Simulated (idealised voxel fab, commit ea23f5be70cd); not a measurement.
Proc. module: voxel transistor to metal
Square cell edge 5 nm, section width 280 nm, ID cut.
Throughout this document, each cross-section is represented as a grid of square cells and is presented as a sequence of bands enumerated from the top downward, where a band comprises one or more rows of cells. A band entry consists of two parts. The first gives the height of the band's top and the height of its bottom, in nm. The rest lists the band's materials from left to right, each with its width in nm. A single material labelled with the word "throughout" fills the band from edge to edge, and the word "empty" marks empty space. Note: height 0 marks the level under which the wafer is uniformly one material as received. Lowest band unbounded below, written "top 0, no bottom". The notation "30..40" denotes a width that varies across the rows of cells in the band, beginning at the first number in the top row, finishing at the second number in the bottom row, and changing by an identical amount from each row to the next. You'll sometimes find "remains unaltered" written for a step, and that's the way of saying that nowhere in the cross-section did a cell change during that step. Entry "Sealed void inventory". Content: empty spaces with no open connection to the top, size 8 cells or greater. Each: width x height at distance. Distance: from left edge. Unit: nm. On a step's line, text after the settings is the simulator commenting on that step. overlay nm: mask offset rightward from planned place, masked step; negative means leftward offset.

# Process steps - plan
1,RECEIVE: material Si
2,CONFORMAL_DEP: material SiO2, thk nm 5
3,CONFORMAL_DEP: material SiN, thk nm 15
4,DIRECTIONAL_DEP: material aC, thk nm 10
5,PATTERN: tone cover, mask id ACTIVE, material resist, width nm 105, pitch nm 125, thk nm 25, overlay nm 0
6,DIRECTIONAL_ETCH: etch materials aC, depth nm 10
7,STRIP: etch materials resist
8,DIRECTIONAL_ETCH: etch materials SiN, depth nm 15
9,DIRECTIONAL_ETCH: etch materials SiO2, depth nm 5
10,DIRECTIONAL_ETCH: etch materials Si, depth nm 30
11,STRIP: etch materials aC
12,FILL_DEP: material SiO2, thk nm 5
13,CMP: height nm 20
14,SELECTIVE_ETCH: etch materials SiO2, depth nm 15
15,STRIP: etch materials SiN
16,SELECTIVE_ETCH: etch materials SiO2, depth nm 5
17,OXIDIZE: depth nm 5
18,DIRECTIONAL_DEP: material polySi, thk nm 30
19,DIRECTIONAL_DEP: material SiCN, thk nm 15
20,PATTERN: tone cover, mask id GATE, material resist, width nm 25, pitch nm 125, thk nm 15, overlay nm 0
21,DIRECTIONAL_ETCH: etch materials SiCN, depth nm 25
22,DIRECTIONAL_ETCH: etch materials polySi, depth nm 40
23,STRIP: etch materials resist
24,CONFORMAL_DEP: material SiO2, thk nm 5
25,DIRECTIONAL_ETCH: etch materials SiO2, depth nm 5
26,CONFORMAL_DEP: material SiN, thk nm 10
27,DIRECTIONAL_ETCH: etch materials SiN, depth nm 10
28,DIRECTIONAL_ETCH: etch materials SiO2, depth nm 5
29,DIRECTIONAL_ETCH: etch materials Si, depth nm 15
30,EPI: material SiGe, thk nm 20
31,FILL_DEP: material SiO2, thk nm 10
32,CMP: height nm 45
33,DIRECTIONAL_DEP: material SiO2, thk nm 10
34,DIRECTIONAL_DEP: material aC, thk nm 10
35,PATTERN: tone open, mask id CONTACT, material resist, width nm 30, thk nm 25, overlay nm 0
36,DIRECTIONAL_ETCH: etch materials aC, depth nm 10
37,STRIP: etch materials resist
38,DIRECTIONAL_ETCH: etch materials SiO2, depth nm 40
39,STRIP: etch materials aC
40,CONFORMAL_DEP: material TiN, thk nm 5
41,FILL_DEP: material W, thk nm 10
42,CMP: height nm 55
43,DIRECTIONAL_DEP: material TiN, thk nm 5
44,DIRECTIONAL_DEP: material Ru, thk nm 20
45,DIRECTIONAL_DEP: material aC, thk nm 10
46,PATTERN: tone cover, mask id METAL_1, material resist, width nm 20, thk nm 25, overlay nm 0
47,DIRECTIONAL_ETCH: etch materials aC, depth nm 10
48,STRIP: etch materials resist
49,DIRECTIONAL_ETCH: etch materials Ru, depth nm 20
50,DIRECTIONAL_ETCH: etch materials TiN, depth nm 5
51,STRIP: etch materials aC
52,FILL_DEP: material SiO2, thk nm 5
53,CMP: height nm 80
54,CONFORMAL_DEP: material SiN, thk nm 5

# The first of the two wafers, which ran as planned

# The cross-section here shows the wafer as received, i.e. in its state after step 1
  top 0, no bottom: Si throughout
  Sealed void inventory: none

# Cross-section through the wafer, step 2 finished
  top 5, bottom 0: SiO2 throughout
  Heights below 0 show no change.

# Cross-section through the wafer, step 3 finished
  top 20, bottom 5: SiN throughout
  Heights below 5 show no change.

# Cross-section through the wafer, step 4 finished
  top 30, bottom 20: aC throughout
  Heights below 20 show no change.

# Cross-section through the wafer, step 5 finished
  top 55, bottom 30: empty 25 nm, resist 105 nm, empty 20 nm, resist 105 nm, empty 25 nm
  Heights below 30 show no change.

# Cross-section through the wafer, step 6 finished
  top 45, bottom 30: empty 25 nm, resist 105 nm, empty 20 nm, resist 105 nm, empty 25 nm
  top 30, bottom 20: empty 25 nm, aC 105 nm, empty 20 nm, aC 105 nm, empty 25 nm
  Heights below 20 show no change.

# Cross-section through the wafer, step 7 finished
  top 30, bottom 20: empty 25 nm, aC 105 nm, empty 20 nm, aC 105 nm, empty 25 nm
  Heights below 20 show no change.

# Cross-section through the wafer, step 8 finished
  top 30, bottom 20: empty 25 nm, aC 105 nm, empty 20 nm, aC 105 nm, empty 25 nm
  top 20, bottom 5: empty 25 nm, SiN 105 nm, empty 20 nm, SiN 105 nm, empty 25 nm
  Heights below 5 show no change.

# Cross-section through the wafer, step 9 finished
  top 30, bottom 20: empty 25 nm, aC 105 nm, empty 20 nm, aC 105 nm, empty 25 nm
  top 20, bottom 5: empty 25 nm, SiN 105 nm, empty 20 nm, SiN 105 nm, empty 25 nm
  top 5, bottom 0: empty 25 nm, SiO2 105 nm, empty 20 nm, SiO2 105 nm, empty 25 nm
  Heights below 0 show no change.

# Cross-section through the wafer, step 10 finished
  top 30, bottom 20: empty 25 nm, aC 105 nm, empty 20 nm, aC 105 nm, empty 25 nm
  top 20, bottom 5: empty 25 nm, SiN 105 nm, empty 20 nm, SiN 105 nm, empty 25 nm
  top 5, bottom 0: empty 25 nm, SiO2 105 nm, empty 20 nm, SiO2 105 nm, empty 25 nm
  top 0, bottom -30: empty 25 nm, Si 105 nm, empty 20 nm, Si 105 nm, empty 25 nm
  Heights below -30 show no change.

# Cross-section through the wafer, step 11 finished
  top 20, bottom 5: empty 25 nm, SiN 105 nm, empty 20 nm, SiN 105 nm, empty 25 nm
  Heights below 5 show no change.

# Cross-section through the wafer, step 12 finished
  top 25, bottom 20: SiO2 throughout
  top 20, bottom 5: SiO2 25 nm, SiN 105 nm, SiO2 20 nm, SiN 105 nm, SiO2 25 nm
  top 5, bottom 0: SiO2 throughout
  top 0, bottom -30: SiO2 25 nm, Si 105 nm, SiO2 20 nm, Si 105 nm, SiO2 25 nm
  Heights below -30 show no change.

# Cross-section through the wafer, step 13 finished
  top 20, bottom 5: SiO2 25 nm, SiN 105 nm, SiO2 20 nm, SiN 105 nm, SiO2 25 nm
  Heights below 5 show no change.

# Cross-section through the wafer, step 14 finished
  top 20, bottom 5: empty 25 nm, SiN 105 nm, empty 20 nm, SiN 105 nm, empty 25 nm
  Heights below 5 show no change.

# Cross-section through the wafer, step 15 finished
  top 5, bottom 0: SiO2 throughout
  Heights below 0 show no change.

# Cross-section through the wafer, step 16 finished
  top 0, bottom -30: SiO2 25 nm, Si 105 nm, SiO2 20 nm, Si 105 nm, SiO2 25 nm
  Heights below -30 show no change.

# Cross-section through the wafer, step 17 finished
  top 0, bottom -5: SiO2 throughout
  Heights below -5 show no change.

# Cross-section through the wafer, step 18 finished
  top 30, bottom 0: polySi throughout
  Heights below 0 show no change.

# Cross-section through the wafer, step 19 finished
  top 45, bottom 30: SiCN throughout
  Heights below 30 show no change.

# Cross-section through the wafer, step 20 finished
  top 60, bottom 45: empty 65 nm, resist 25 nm, empty 100 nm, resist 25 nm, empty 65 nm
  Heights below 45 show no change.

# Cross-section through the wafer, step 21 finished
  top 60, bottom 45: empty 65 nm, resist 25 nm, empty 100 nm, resist 25 nm, empty 65 nm
  top 45, bottom 30: empty 65 nm, SiCN 25 nm, empty 100 nm, SiCN 25 nm, empty 65 nm
  Heights below 30 show no change.

# Cross-section through the wafer, step 22 finished
  top 60, bottom 45: empty 65 nm, resist 25 nm, empty 100 nm, resist 25 nm, empty 65 nm
  top 45, bottom 30: empty 65 nm, SiCN 25 nm, empty 100 nm, SiCN 25 nm, empty 65 nm
  top 30, bottom 0: empty 65 nm, polySi 25 nm, empty 100 nm, polySi 25 nm, empty 65 nm
  Heights below 0 show no change.

# Cross-section through the wafer, step 23 finished
  top 45, bottom 30: empty 65 nm, SiCN 25 nm, empty 100 nm, SiCN 25 nm, empty 65 nm
  Heights below 30 show no change.

# Cross-section through the wafer, step 24 finished
  top 50, bottom 45: empty 60 nm, SiO2 35 nm, empty 90 nm, SiO2 35 nm, empty 60 nm
  top 45, bottom 30: empty 60 nm, SiO2 5 nm, SiCN 25 nm, SiO2 5 nm, empty 90 nm, SiO2 5 nm, SiCN 25 nm, SiO2 5 nm, empty 60 nm
  top 30, bottom 5: empty 60 nm, SiO2 5 nm, polySi 25 nm, SiO2 5 nm, empty 90 nm, SiO2 5 nm, polySi 25 nm, SiO2 5 nm, empty 60 nm
  top 5, bottom 0: SiO2 65 nm, polySi 25 nm, SiO2 100 nm, polySi 25 nm, SiO2 65 nm
  Heights below 0 show no change.

# Cross-section through the wafer, step 25 finished
  top 45, bottom 30: empty 60 nm, SiO2 5 nm, SiCN 25 nm, SiO2 5 nm, empty 90 nm, SiO2 5 nm, SiCN 25 nm, SiO2 5 nm, empty 60 nm
  top 30, bottom 0: empty 60 nm, SiO2 5 nm, polySi 25 nm, SiO2 5 nm, empty 90 nm, SiO2 5 nm, polySi 25 nm, SiO2 5 nm, empty 60 nm
  Heights below 0 show no change.

# Cross-section through the wafer, step 26 finished
  top 55, bottom 45: empty 50 nm, SiN 55 nm, empty 70 nm, SiN 55 nm, empty 50 nm
  top 45, bottom 30: empty 50 nm, SiN 10 nm, SiO2 5 nm, SiCN 25 nm, SiO2 5 nm, SiN 10 nm, empty 70 nm, SiN 10 nm, SiO2 5 nm, SiCN 25 nm, SiO2 5 nm, SiN 10 nm, empty 50 nm
  top 30, bottom 10: empty 50 nm, SiN 10 nm, SiO2 5 nm, polySi 25 nm, SiO2 5 nm, SiN 10 nm, empty 70 nm, SiN 10 nm, SiO2 5 nm, polySi 25 nm, SiO2 5 nm, SiN 10 nm, empty 50 nm
  top 10, bottom 0: SiN 60 nm, SiO2 5 nm, polySi 25 nm, SiO2 5 nm, SiN 90 nm, SiO2 5 nm, polySi 25 nm, SiO2 5 nm, SiN 60 nm
  Heights below 0 show no change.

# Cross-section through the wafer, step 27 finished
  top 45, bottom 30: empty 50 nm, SiN 10 nm, SiO2 5 nm, SiCN 25 nm, SiO2 5 nm, SiN 10 nm, empty 70 nm, SiN 10 nm, SiO2 5 nm, SiCN 25 nm, SiO2 5 nm, SiN 10 nm, empty 50 nm
  top 30, bottom 0: empty 50 nm, SiN 10 nm, SiO2 5 nm, polySi 25 nm, SiO2 5 nm, SiN 10 nm, empty 70 nm, SiN 10 nm, SiO2 5 nm, polySi 25 nm, SiO2 5 nm, SiN 10 nm, empty 50 nm
  Heights below 0 show no change.

# Cross-section through the wafer, step 28 finished
  top 45, bottom 40: empty 50 nm, SiN 10 nm, empty 5 nm, SiCN 25 nm, empty 5 nm, SiN 10 nm, empty 70 nm, SiN 10 nm, empty 5 nm, SiCN 25 nm, empty 5 nm, SiN 10 nm, empty 50 nm
  top 40, bottom 30: empty 50 nm, SiN 10 nm, SiO2 5 nm, SiCN 25 nm, SiO2 5 nm, SiN 10 nm, empty 70 nm, SiN 10 nm, SiO2 5 nm, SiCN 25 nm, SiO2 5 nm, SiN 10 nm, empty 50 nm
  top 30, bottom 0: empty 50 nm, SiN 10 nm, SiO2 5 nm, polySi 25 nm, SiO2 5 nm, SiN 10 nm, empty 70 nm, SiN 10 nm, SiO2 5 nm, polySi 25 nm, SiO2 5 nm, SiN 10 nm, empty 50 nm
  top 0, bottom -5: empty 50 nm, SiO2 55 nm, empty 70 nm, SiO2 55 nm, empty 50 nm
  Heights below -5 show no change.

# Cross-section through the wafer, step 29 finished
  top 45, bottom 40: empty 50 nm, SiN 10 nm, empty 5 nm, SiCN 25 nm, empty 5 nm, SiN 10 nm, empty 70 nm, SiN 10 nm, empty 5 nm, SiCN 25 nm, empty 5 nm, SiN 10 nm, empty 50 nm
  top 40, bottom 30: empty 50 nm, SiN 10 nm, SiO2 5 nm, SiCN 25 nm, SiO2 5 nm, SiN 10 nm, empty 70 nm, SiN 10 nm, SiO2 5 nm, SiCN 25 nm, SiO2 5 nm, SiN 10 nm, empty 50 nm
  top 30, bottom 0: empty 50 nm, SiN 10 nm, SiO2 5 nm, polySi 25 nm, SiO2 5 nm, SiN 10 nm, empty 70 nm, SiN 10 nm, SiO2 5 nm, polySi 25 nm, SiO2 5 nm, SiN 10 nm, empty 50 nm
  top 0, bottom -5: empty 50 nm, SiO2 55 nm, empty 70 nm, SiO2 55 nm, empty 50 nm
  top -5, bottom -20: SiO2 25 nm, empty 25 nm, Si 55 nm, empty 25 nm, SiO2 20 nm, empty 25 nm, Si 55 nm, empty 25 nm, SiO2 25 nm
  Heights below -20 show no change.

# Cross-section through the wafer, step 30 finished
  top 45, bottom 40: empty 50 nm, SiN 10 nm, empty 5 nm, SiCN 25 nm, empty 5 nm, SiN 10 nm, empty 70 nm, SiN 10 nm, empty 5 nm, SiCN 25 nm, empty 5 nm, SiN 10 nm, empty 50 nm
  top 40, bottom 30: empty 50 nm, SiN 10 nm, SiO2 5 nm, SiCN 25 nm, SiO2 5 nm, SiN 10 nm, empty 70 nm, SiN 10 nm, SiO2 5 nm, SiCN 25 nm, SiO2 5 nm, SiN 10 nm, empty 50 nm
  top 30, bottom 15: empty 50 nm, SiN 10 nm, SiO2 5 nm, polySi 25 nm, SiO2 5 nm, SiN 10 nm, empty 70 nm, SiN 10 nm, SiO2 5 nm, polySi 25 nm, SiO2 5 nm, SiN 10 nm, empty 50 nm
  top 15, bottom 0: empty 30 nm, SiGe 20 nm, SiN 10 nm, SiO2 5 nm, polySi 25 nm, SiO2 5 nm, SiN 10 nm, SiGe 20 nm, empty 30 nm, SiGe 20 nm, SiN 10 nm, SiO2 5 nm, polySi 25 nm, SiO2 5 nm, SiN 10 nm, SiGe 20 nm, empty 30 nm
  top 0, bottom -5: empty 20 nm, SiGe 30 nm, SiO2 55 nm, SiGe 30 nm, empty 10 nm, SiGe 30 nm, SiO2 55 nm, SiGe 30 nm, empty 20 nm
  top -5, bottom -20: SiO2 25 nm, SiGe 25 nm, Si 55 nm, SiGe 25 nm, SiO2 20 nm, SiGe 25 nm, Si 55 nm, SiGe 25 nm, SiO2 25 nm
  Heights below -20 show no change.

# Cross-section through the wafer, step 31 finished
  top 55, bottom 45: SiO2 throughout
  top 45, bottom 30: SiO2 50 nm, SiN 10 nm, SiO2 5 nm, SiCN 25 nm, SiO2 5 nm, SiN 10 nm, SiO2 70 nm, SiN 10 nm, SiO2 5 nm, SiCN 25 nm, SiO2 5 nm, SiN 10 nm, SiO2 50 nm
  top 30, bottom 15: SiO2 50 nm, SiN 10 nm, SiO2 5 nm, polySi 25 nm, SiO2 5 nm, SiN 10 nm, SiO2 70 nm, SiN 10 nm, SiO2 5 nm, polySi 25 nm, SiO2 5 nm, SiN 10 nm, SiO2 50 nm
  top 15, bottom 0: SiO2 30 nm, SiGe 20 nm, SiN 10 nm, SiO2 5 nm, polySi 25 nm, SiO2 5 nm, SiN 10 nm, SiGe 20 nm, SiO2 30 nm, SiGe 20 nm, SiN 10 nm, SiO2 5 nm, polySi 25 nm, SiO2 5 nm, SiN 10 nm, SiGe 20 nm, SiO2 30 nm
  top 0, bottom -5: SiO2 20 nm, SiGe 30 nm, SiO2 55 nm, SiGe 30 nm, SiO2 10 nm, SiGe 30 nm, SiO2 55 nm, SiGe 30 nm, SiO2 20 nm
  Heights below -5 show no change.

# Cross-section through the wafer, step 32 finished
  top 45, bottom 30: SiO2 50 nm, SiN 10 nm, SiO2 5 nm, SiCN 25 nm, SiO2 5 nm, SiN 10 nm, SiO2 70 nm, SiN 10 nm, SiO2 5 nm, SiCN 25 nm, SiO2 5 nm, SiN 10 nm, SiO2 50 nm
  Heights below 30 show no change.

# Cross-section through the wafer, step 33 finished
  top 55, bottom 45: SiO2 throughout
  Heights below 45 show no change.

# Cross-section through the wafer, step 34 finished
  top 65, bottom 55: aC throughout
  Heights below 55 show no change.

# Cross-section through the wafer, step 35 finished
  top 90, bottom 65: resist 30 nm, empty 30 nm, resist 35 nm, empty 30 nm, resist 30 nm, empty 30 nm, resist 35 nm, empty 30 nm, resist 30 nm
  Heights below 65 show no change.

# Cross-section through the wafer, step 36 finished
  top 80, bottom 65: resist 30 nm, empty 30 nm, resist 35 nm, empty 30 nm, resist 30 nm, empty 30 nm, resist 35 nm, empty 30 nm, resist 30 nm
  top 65, bottom 55: aC 30 nm, empty 30 nm, aC 35 nm, empty 30 nm, aC 30 nm, empty 30 nm, aC 35 nm, empty 30 nm, aC 30 nm
  Heights below 55 show no change.

# Cross-section through the wafer, step 37 finished
  top 65, bottom 55: aC 30 nm, empty 30 nm, aC 35 nm, empty 30 nm, aC 30 nm, empty 30 nm, aC 35 nm, empty 30 nm, aC 30 nm
  Heights below 55 show no change.

# Cross-section through the wafer, step 38 finished
  top 65, bottom 55: aC 30 nm, empty 30 nm, aC 35 nm, empty 30 nm, aC 30 nm, empty 30 nm, aC 35 nm, empty 30 nm, aC 30 nm
  top 55, bottom 45: SiO2 30 nm, empty 30 nm, SiO2 35 nm, empty 30 nm, SiO2 30 nm, empty 30 nm, SiO2 35 nm, empty 30 nm, SiO2 30 nm
  top 45, bottom 30: SiO2 30 nm, empty 20 nm, SiN 10 nm, SiO2 5 nm, SiCN 25 nm, SiO2 5 nm, SiN 10 nm, empty 20 nm, SiO2 30 nm, empty 20 nm, SiN 10 nm, SiO2 5 nm, SiCN 25 nm, SiO2 5 nm, SiN 10 nm, empty 20 nm, SiO2 30 nm
  top 30, bottom 15: SiO2 30 nm, empty 20 nm, SiN 10 nm, SiO2 5 nm, polySi 25 nm, SiO2 5 nm, SiN 10 nm, empty 20 nm, SiO2 30 nm, empty 20 nm, SiN 10 nm, SiO2 5 nm, polySi 25 nm, SiO2 5 nm, SiN 10 nm, empty 20 nm, SiO2 30 nm
  Heights below 15 show no change.

# Cross-section through the wafer, step 39 finished
  top 55, bottom 45: SiO2 30 nm, empty 30 nm, SiO2 35 nm, empty 30 nm, SiO2 30 nm, empty 30 nm, SiO2 35 nm, empty 30 nm, SiO2 30 nm
  Heights below 45 show no change.

# Cross-section through the wafer, step 40 finished
  top 60, bottom 55: TiN 35 nm, empty 20 nm, TiN 45 nm, empty 20 nm, TiN 40 nm, empty 20 nm, TiN 45 nm, empty 20 nm, TiN 35 nm
  top 55, bottom 45: SiO2 30 nm, TiN 5 nm, empty 20..10 nm, TiN 5..15 nm, SiO2 35 nm, TiN 5..15 nm, empty 20..10 nm, TiN 5 nm, SiO2 30 nm, TiN 5 nm, empty 20..10 nm, TiN 5..15 nm, SiO2 35 nm, TiN 5..15 nm, empty 20..10 nm, TiN 5 nm, SiO2 30 nm
  top 45, bottom 30: SiO2 30 nm, TiN 5 nm, empty 10 nm, TiN 5 nm, SiN 10 nm, SiO2 5 nm, SiCN 25 nm, SiO2 5 nm, SiN 10 nm, TiN 5 nm, empty 10 nm, TiN 5 nm, SiO2 30 nm, TiN 5 nm, empty 10 nm, TiN 5 nm, SiN 10 nm, SiO2 5 nm, SiCN 25 nm, SiO2 5 nm, SiN 10 nm, TiN 5 nm, empty 10 nm, TiN 5 nm, SiO2 30 nm
  top 30, bottom 20: SiO2 30 nm, TiN 5 nm, empty 10 nm, TiN 5 nm, SiN 10 nm, SiO2 5 nm, polySi 25 nm, SiO2 5 nm, SiN 10 nm, TiN 5 nm, empty 10 nm, TiN 5 nm, SiO2 30 nm, TiN 5 nm, empty 10 nm, TiN 5 nm, SiN 10 nm, SiO2 5 nm, polySi 25 nm, SiO2 5 nm, SiN 10 nm, TiN 5 nm, empty 10 nm, TiN 5 nm, SiO2 30 nm
  top 20, bottom 15: SiO2 30 nm, TiN 20 nm, SiN 10 nm, SiO2 5 nm, polySi 25 nm, SiO2 5 nm, SiN 10 nm, TiN 20 nm, SiO2 30 nm, TiN 20 nm, SiN 10 nm, SiO2 5 nm, polySi 25 nm, SiO2 5 nm, SiN 10 nm, TiN 20 nm, SiO2 30 nm
  Heights below 15 show no change.

# Cross-section through the wafer, step 41 finished
  top 70, bottom 60: W throughout
  top 60, bottom 55: TiN 35 nm, W 20 nm, TiN 45 nm, W 20 nm, TiN 40 nm, W 20 nm, TiN 45 nm, W 20 nm, TiN 35 nm
  top 55, bottom 45: SiO2 30 nm, TiN 5 nm, W 20..10 nm, TiN 5..15 nm, SiO2 35 nm, TiN 5..15 nm, W 20..10 nm, TiN 5 nm, SiO2 30 nm, TiN 5 nm, W 20..10 nm, TiN 5..15 nm, SiO2 35 nm, TiN 5..15 nm, W 20..10 nm, TiN 5 nm, SiO2 30 nm
  top 45, bottom 30: SiO2 30 nm, TiN 5 nm, W 10 nm, TiN 5 nm, SiN 10 nm, SiO2 5 nm, SiCN 25 nm, SiO2 5 nm, SiN 10 nm, TiN 5 nm, W 10 nm, TiN 5 nm, SiO2 30 nm, TiN 5 nm, W 10 nm, TiN 5 nm, SiN 10 nm, SiO2 5 nm, SiCN 25 nm, SiO2 5 nm, SiN 10 nm, TiN 5 nm, W 10 nm, TiN 5 nm, SiO2 30 nm
  top 30, bottom 20: SiO2 30 nm, TiN 5 nm, W 10 nm, TiN 5 nm, SiN 10 nm, SiO2 5 nm, polySi 25 nm, SiO2 5 nm, SiN 10 nm, TiN 5 nm, W 10 nm, TiN 5 nm, SiO2 30 nm, TiN 5 nm, W 10 nm, TiN 5 nm, SiN 10 nm, SiO2 5 nm, polySi 25 nm, SiO2 5 nm, SiN 10 nm, TiN 5 nm, W 10 nm, TiN 5 nm, SiO2 30 nm
  Heights below 20 show no change.

# Cross-section through the wafer, step 42 finished
  top 55, bottom 45: SiO2 30 nm, TiN 5 nm, W 20..10 nm, TiN 5..15 nm, SiO2 35 nm, TiN 5..15 nm, W 20..10 nm, TiN 5 nm, SiO2 30 nm, TiN 5 nm, W 20..10 nm, TiN 5..15 nm, SiO2 35 nm, TiN 5..15 nm, W 20..10 nm, TiN 5 nm, SiO2 30 nm
  Heights below 45 show no change.

# Cross-section through the wafer, step 43 finished
  top 60, bottom 55: TiN throughout
  Heights below 55 show no change.

# Cross-section through the wafer, step 44 finished
  top 80, bottom 60: Ru throughout
  Heights below 60 show no change.

# Cross-section through the wafer, step 45 finished
  top 90, bottom 80: aC throughout
  Heights below 80 show no change.

# Cross-section through the wafer, step 46 finished
  top 115, bottom 90: empty 30 nm, resist 20 nm, empty 55 nm, resist 20 nm, empty 30 nm, resist 20 nm, empty 55 nm, resist 20 nm, empty 30 nm
  Heights below 90 show no change.

# Cross-section through the wafer, step 47 finished
  top 105, bottom 90: empty 30 nm, resist 20 nm, empty 55 nm, resist 20 nm, empty 30 nm, resist 20 nm, empty 55 nm, resist 20 nm, empty 30 nm
  top 90, bottom 80: empty 30 nm, aC 20 nm, empty 55 nm, aC 20 nm, empty 30 nm, aC 20 nm, empty 55 nm, aC 20 nm, empty 30 nm
  Heights below 80 show no change.

# Cross-section through the wafer, step 48 finished
  top 90, bottom 80: empty 30 nm, aC 20 nm, empty 55 nm, aC 20 nm, empty 30 nm, aC 20 nm, empty 55 nm, aC 20 nm, empty 30 nm
  Heights below 80 show no change.

# Cross-section through the wafer, step 49 finished
  top 90, bottom 80: empty 30 nm, aC 20 nm, empty 55 nm, aC 20 nm, empty 30 nm, aC 20 nm, empty 55 nm, aC 20 nm, empty 30 nm
  top 80, bottom 60: empty 30 nm, Ru 20 nm, empty 55 nm, Ru 20 nm, empty 30 nm, Ru 20 nm, empty 55 nm, Ru 20 nm, empty 30 nm
  Heights below 60 show no change.

# Cross-section through the wafer, step 50 finished
  top 90, bottom 80: empty 30 nm, aC 20 nm, empty 55 nm, aC 20 nm, empty 30 nm, aC 20 nm, empty 55 nm, aC 20 nm, empty 30 nm
  top 80, bottom 60: empty 30 nm, Ru 20 nm, empty 55 nm, Ru 20 nm, empty 30 nm, Ru 20 nm, empty 55 nm, Ru 20 nm, empty 30 nm
  top 60, bottom 55: empty 30 nm, TiN 20 nm, empty 55 nm, TiN 20 nm, empty 30 nm, TiN 20 nm, empty 55 nm, TiN 20 nm, empty 30 nm
  Heights below 55 show no change.

# Cross-section through the wafer, step 51 finished
  top 80, bottom 60: empty 30 nm, Ru 20 nm, empty 55 nm, Ru 20 nm, empty 30 nm, Ru 20 nm, empty 55 nm, Ru 20 nm, empty 30 nm
  Heights below 60 show no change.

# Cross-section through the wafer, step 52 finished
  top 85, bottom 80: SiO2 throughout
  top 80, bottom 60: SiO2 30 nm, Ru 20 nm, SiO2 55 nm, Ru 20 nm, SiO2 30 nm, Ru 20 nm, SiO2 55 nm, Ru 20 nm, SiO2 30 nm
  top 60, bottom 55: SiO2 30 nm, TiN 20 nm, SiO2 55 nm, TiN 20 nm, SiO2 30 nm, TiN 20 nm, SiO2 55 nm, TiN 20 nm, SiO2 30 nm
  Heights below 55 show no change.

# Cross-section through the wafer, step 53 finished
  top 80, bottom 60: SiO2 30 nm, Ru 20 nm, SiO2 55 nm, Ru 20 nm, SiO2 30 nm, Ru 20 nm, SiO2 55 nm, Ru 20 nm, SiO2 30 nm
  Heights below 60 show no change.

# Cross-section through the wafer, step 54 finished
  top 85, bottom 80: SiN throughout
  Heights below 80 show no change.

# Now the other wafer: same start, same recipe, but we messed up one thing when running it. Up to and including step 42 it's the same as the first one

# Here is the second wafer in cross-section at the point where step 43 of the plan should have been done
  top 60, bottom 55: W throughout
  Heights below 55 show no change.

# Here is the second wafer in cross-section at the point where step 44 of the plan should have been done
  top 80, bottom 60: Ru throughout
  Heights below 60 show no change.

# Here is the second wafer in cross-section at the point where step 45 of the plan should have been done
  top 90, bottom 80: aC throughout
  Heights below 80 show no change.

# Here is the second wafer in cross-section at the point where step 46 of the plan should have been done
  top 115, bottom 90: empty 30 nm, resist 20 nm, empty 55 nm, resist 20 nm, empty 30 nm, resist 20 nm, empty 55 nm, resist 20 nm, empty 30 nm
  Heights below 90 show no change.

# Here is the second wafer in cross-section at the point where step 47 of the plan should have been done
  top 105, bottom 90: empty 30 nm, resist 20 nm, empty 55 nm, resist 20 nm, empty 30 nm, resist 20 nm, empty 55 nm, resist 20 nm, empty 30 nm
  top 90, bottom 80: empty 30 nm, aC 20 nm, empty 55 nm, aC 20 nm, empty 30 nm, aC 20 nm, empty 55 nm, aC 20 nm, empty 30 nm
  Heights below 80 show no change.

# Here is the second wafer in cross-section at the point where step 48 of the plan should have been done
  top 90, bottom 80: empty 30 nm, aC 20 nm, empty 55 nm, aC 20 nm, empty 30 nm, aC 20 nm, empty 55 nm, aC 20 nm, empty 30 nm
  Heights below 80 show no change.

# Here is the second wafer in cross-section at the point where step 49 of the plan should have been done
  top 90, bottom 80: empty 30 nm, aC 20 nm, empty 55 nm, aC 20 nm, empty 30 nm, aC 20 nm, empty 55 nm, aC 20 nm, empty 30 nm
  top 80, bottom 60: empty 30 nm, Ru 20 nm, empty 55 nm, Ru 20 nm, empty 30 nm, Ru 20 nm, empty 55 nm, Ru 20 nm, empty 30 nm
  Heights below 60 show no change.

Here is the second wafer in cross-section at the point where step 50 of the plan should have been done: remains unaltered

# Here is the second wafer in cross-section at the point where step 51 of the plan should have been done
  top 80, bottom 60: empty 30 nm, Ru 20 nm, empty 55 nm, Ru 20 nm, empty 30 nm, Ru 20 nm, empty 55 nm, Ru 20 nm, empty 30 nm
  Heights below 60 show no change.

# Here is the second wafer in cross-section at the point where step 52 of the plan should have been done
  top 85, bottom 80: SiO2 throughout
  top 80, bottom 60: SiO2 30 nm, Ru 20 nm, SiO2 55 nm, Ru 20 nm, SiO2 30 nm, Ru 20 nm, SiO2 55 nm, Ru 20 nm, SiO2 30 nm
  Heights below 60 show no change.

# Here is the second wafer in cross-section at the point where step 53 of the plan should have been done
  top 80, bottom 60: SiO2 30 nm, Ru 20 nm, SiO2 55 nm, Ru 20 nm, SiO2 30 nm, Ru 20 nm, SiO2 55 nm, Ru 20 nm, SiO2 30 nm
  Heights below 60 show no change.

# Here is the second wafer in cross-section at the point where step 54 of the plan should have been done
  top 85, bottom 80: SiN throughout
  Heights below 80 show no change.
What went wrong in running the wafer? the process deviated at step 43: the operation and settings actually run there were DIRECTIONAL_DEP: material W, thk nm 5
Upon completion, the second wafer contains, in terms of cells, a greater or smaller amount of certain materials than the first wafer: SiO2: 40 fewer, TiN: 16 fewer, W: 56 more
